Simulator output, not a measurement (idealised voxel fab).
The following process module bears the name voxel self aligned contacts.
We display cut, a cross-section 230 nm in width whose square cells are each 5 nm.
Heads up, the way a cross-section reads in here is a grid of square cells, handed over as bands from the top down, with every band being one or more rows of cells. This entry defines a band. It first specifies the height of the band's top and the height of its bottom in nm, and then specifies the band's materials from left to right, stating each material with its width in nm. The word "edge to edge" identifies a single material that fills the band from edge to edge, while the word "blank" identifies empty space. Heights are measured from 0, the level below which the as-received wafer is all one material; the lowest band has no bottom and continues downward, written as in "z 0 and below". Width: "30->40" (first number = top row, second number = bottom row, same change from row to row of cells). Where the words "no modifications" appear for a step, the cross-section shows no cell changed by that step; every cell remained as before. In "Sealed void inventory" the enclosed voids are listed, meaning empty spaces of 8 cells or larger without any opening to the top. The form is width x height at distance, distance from the left edge, units nm. Step line, after settings: the simulator's comment on this step. What "overlay nm" on a step's line means: if the step has a mask, that mask lay this far to the right of its planned place, or, when the value is negative, to the left.

Intended process steps:
1 RECEIVE, material Si
2 OXIDIZE, depth nm 5
3 DIRECTIONAL_DEP, material polySi, thk nm 30
4 DIRECTIONAL_DEP, material SiN, thk nm 20
5 DIRECTIONAL_DEP, material aC, thk nm 10
6 PATTERN, tone cover, mask id GATE, material resist, width nm 30, pitch nm 60, thk nm 25, overlay nm 0
7 DIRECTIONAL_ETCH, etch materials aC, depth nm 10
8 STRIP, etch materials resist
9 DIRECTIONAL_ETCH, etch materials SiN, depth nm 20
10 DIRECTIONAL_ETCH, etch materials polySi, depth nm 30
11 STRIP, etch materials aC
12 CONFORMAL_DEP, material SiN, thk nm 5
13 DIRECTIONAL_ETCH, etch materials SiN, depth nm 5
14 FILL_DEP, material SiO2, thk nm 15
15 CMP, height nm 60
16 MASKED_ETCH, tone open, mask id CONTACT, width nm 40, pitch nm 60, etch materials SiO2, depth nm 65, overlay nm 0
17 CONFORMAL_DEP, material TiN, thk nm 5
18 FILL_DEP, material W, thk nm 10
19 CMP, height nm 60
20 CONFORMAL_DEP, material SiN, thk nm 5

Here's what the wafer looked like in cross-section when it arrived - that's after step 1:
  z 0 and below | Si edge to edge
  Sealed void inventory: none

First of two wafers, end-of-module section, run followed plan:
  z 65 to 60 | SiN edge to edge
  z 60 to 50 | SiO2: 65 / TiN: 5->15 / W: 30->10 / TiN: 5->15 / SiO2: 20 / TiN: 5->15 / W: 30->10 / TiN: 5->15 / SiO2: 65
  z 50 to 30 | SiO2: 35 / SiN: 40 / TiN: 5 / W: 10 / TiN: 5 / SiN: 40 / TiN: 5 / W: 10 / TiN: 5 / SiN: 40 / SiO2: 35
  z 30 to 0 | SiO2: 35 / SiN: 5 / polySi: 30 / SiN: 5 / TiN: 5 / W: 10 / TiN: 5 / SiN: 5 / polySi: 30 / SiN: 5 / TiN: 5 / W: 10 / TiN: 5 / SiN: 5 / polySi: 30 / SiN: 5 / SiO2: 35
  z 0 to -5 | SiO2: 75 / TiN: 20 / SiO2: 40 / TiN: 20 / SiO2: 75
  z -5 and below | Si edge to edge
  Sealed void inventory: none

Wafer two (of two), end-of-module cross-section: start = wafer one, plan = wafer one, one run mistake:
  z 65 to 60 | SiN edge to edge
  z 60 to 55 | SiO2: 35 / SiN: 40 / TiN: 5 / W: 10 / TiN: 5 / SiN: 40 / TiN: 5 / W: 10 / TiN: 5 / SiN: 40 / SiO2: 35
  z 55 to 50 | SiO2: 35 / SiN: 40 / TiN: 20 / SiN: 40 / TiN: 20 / SiN: 40 / SiO2: 35
  z 50 to 30 | SiN edge to edge
  z 30 to 0 | polySi edge to edge
  z 0 to -5 | SiO2 edge to edge
  z -5 and below | Si edge to edge
  Sealed void inventory: none
what went wrong: in the plan, step 4 was performed twice
Final tally in cells, some materials are higher or lower on the second wafer than on the first: SiN +100 | SiO2 -164 | TiN -52 | W -52 | polySi +168
